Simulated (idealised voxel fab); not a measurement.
A process module follows: voxel self aligned vias.
FYI the section here is cut, 175 nm wide, cells are 5 nm squares.
A cross-section is a grid of square cells, given in bands from the top down. A band is one or more rows of cells. Per band: top height and bottom height in nm, followed by the left-to-right materials and their widths in nm; "everywhere" marks a single material spanning edge to edge, "blank" marks empty space. Height 0 is the level under which the wafer as received is all one material. The lowest band goes on downwards, as in "0..down". It should be noted that a width expressed as "30 to 40" varies in equal increments from row to row of cells within the band, taking the value of the first number at the top row and that of the second number at the bottom row. A step reported as "identical to before" is a step in which no cell of the cross-section changed. Empty spaces counting at least 8 cells and having no open way to the top are listed in "Sealed voids". The notation width x height at distance is used for each, the distance being from the left edge and all three values in nm. Anything after a step's settings on that line? It's the simulator's own note about the step. "overlay nm" answers the question of how far to the right of plan the mask lay on a step that has a mask, and when it is negative the answer is to the left.
## So here's the lineup of process steps we planned
1 RECEIVE [material Si]
2 CONFORMAL_DEP [material SiO2] [thk nm 15]
3 CONFORMAL_DEP [material SiCN] [thk nm 5]
4 DIRECTIONAL_DEP [material lowk] [thk nm 20]
5 PATTERN [tone open] [mask id LINES] [material resist] [width nm 20] [pitch nm 70] [thk nm 15] [overlay nm 0]
6 DIRECTIONAL_ETCH [etch materials lowk] [depth nm 20]
7 STRIP [etch materials resist]
8 CONFORMAL_DEP [material TiN] [thk nm 5]
9 FILL_DEP [material Ru] [thk nm 10]
10 CMP [height nm 40]
11 SELECTIVE_ETCH [etch materials W Ru TiN] [depth nm 5]
12 FILL_DEP [material SiN] [thk nm 10]
13 CMP [height nm 40]
14 DIRECTIONAL_DEP [material lowk] [thk nm 20]
15 PATTERN [tone open] [mask id VIAS] [material resist] [width nm 30] [thk nm 20] [overlay nm 0]
16 DIRECTIONAL_ETCH [etch materials lowk] [depth nm 20]
17 DIRECTIONAL_ETCH [etch materials SiN] [depth nm 5]
18 STRIP [etch materials resist]
19 CONFORMAL_DEP [material TiN] [thk nm 5]
20 FILL_DEP [material W] [thk nm 5]
21 CMP [height nm 60]
22 CONFORMAL_DEP [material SiCN] [thk nm 5]
Every wafer here starts from the same state; it is the step 15 width nm that distinguishes them, and the value the plan gives belongs to the first wafer.
## The first of several wafers as received, shown in cross-section; this is its state after step 1
* 0..down: Si everywhere
* Sealed voids: none
## Per-wafer rows below. For each material: cells gained (+) or lost (-) since the wafer was received, as of end of module. Then: closed voids
width nm 30; +8 Ru; +70 SiCN; +4 SiN; +105 SiO2; +30 TiN; +14 W; +224 lowk; Sealed voids: none
width nm 35; +8 Ru; +70 SiCN; +4 SiN; +105 SiO2; +31 TiN; +17 W; +220 lowk; Sealed voids: none
width nm 40; +8 Ru; +70 SiCN; +4 SiN; +105 SiO2; +32 TiN; +20 W; +216 lowk; Sealed voids: none
width nm 45; +8 Ru; +70 SiCN; +4 SiN; +105 SiO2; +33 TiN; +23 W; +212 lowk; Sealed voids: none
width nm 50; +8 Ru; +70 SiCN; +4 SiN; +105 SiO2; +34 TiN; +26 W; +208 lowk; Sealed voids: none
width nm 55; +8 Ru; +70 SiCN; +4 SiN; +105 SiO2; +35 TiN; +29 W; +204 lowk; Sealed voids: none
